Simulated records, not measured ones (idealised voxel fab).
Herein follows the process module entitled voxel double patterning.
This is section cut - it's 260 nm across, gridded in 5 nm square cells.
Cross-section, as written here: a square-cell grid given band by band from the top down, where a band holds one or more rows of cells. In this notation a band is specified by the heights of its top and bottom, in that order and in nm, after which its materials appear from left to right, each paired with its width in nm. The word "all across" attached to a single material means that material fills the band from edge to edge; the word "air" stands for empty space. A quick word on heights: they are counted from 0, and under that level the wafer as it came to us is one material throughout. The lowest band is different from the rest in having no bottom; it simply continues downward, written as in "from 0 down". Per-row width for "30 to 40": begins at first number (top row of band), ends at second number (bottom row), increment between rows held constant. "remains unaltered", as given for a step, is the statement that not any cell of the cross-section underwent a change during that step. The entry "Fully sealed cavities" lists the empty spaces that cover at least 8 cells and have no open path to the top. Each is written as width x height at distance, where the distance is measured from the left edge and all three values are in nm. The remark found on a step's line after its settings is issued by the simulator itself and pertains to that step. overlay nm, on a step with a mask: how far to the right of its planned place the mask lay; to the left if negative.
## Planned process steps
1,RECEIVE, material Si
2,CONFORMAL_DEP, material SiN, thk nm 10
3,DIRECTIONAL_DEP, material SiO2, thk nm 15
4,DIRECTIONAL_DEP, material SiCN, thk nm 10
5,PATTERN, tone open, mask id FIRST, material resist, width nm 15, pitch nm 50, thk nm 15, overlay nm 0
6,DIRECTIONAL_ETCH, etch materials SiCN, depth nm 10
7,STRIP, etch materials resist
8,DIRECTIONAL_DEP, material aC, thk nm 15
9,PATTERN, tone open, mask id SECOND, material resist, width nm 15, thk nm 35, overlay nm 0
10,DIRECTIONAL_ETCH, etch materials aC, depth nm 15
11,STRIP, etch materials resist
12,DIRECTIONAL_ETCH, etch materials SiCN, depth nm 10
13,STRIP, etch materials aC
14,DIRECTIONAL_ETCH, etch materials SiO2, depth nm 15
15,STRIP, etch materials SiCN
For clarity, it should be stated that the wafers under discussion commence in an identical condition and differ with respect to the width nm of step 9, the plan indicating the value that the first wafer had.
## Here's the first of the wafers in cross-section, just as we got it, i.e. after step 1
* from 0 down: Si all across
* Fully sealed cavities: none
## Cross-section of the first of several wafers once the module has run through its last step, step 15
* from 25 to 10: SiO2=95  air=15  SiO2=10  air=15  SiO2=10  air=15  SiO2=100
* from 10 to 0: SiN all across
* from 0 down: Si all across
* Fully sealed cavities: none
## Last wafer, end of module, cross-section
* from 25 to 10: SiO2=95  air=15  SiO2=5  air=45  SiO2=100
* from 10 to 0: SiN all across
* from 0 down: Si all across
* Fully sealed cavities: none
## The table below has one row for each wafer; a row shows, as of the end of the module, how many cells of each material the wafer has gained, marked (+), or lost, marked (-), since it was received, and then the wafer's closed voids
width nm 15, +104 SiN, +129 SiO2, Fully sealed cavities: none
width nm 20, +104 SiN, +126 SiO2, Fully sealed cavities: none
width nm 25, +104 SiN, +123 SiO2, Fully sealed cavities: none
width nm 30, +104 SiN, +120 SiO2, Fully sealed cavities: none
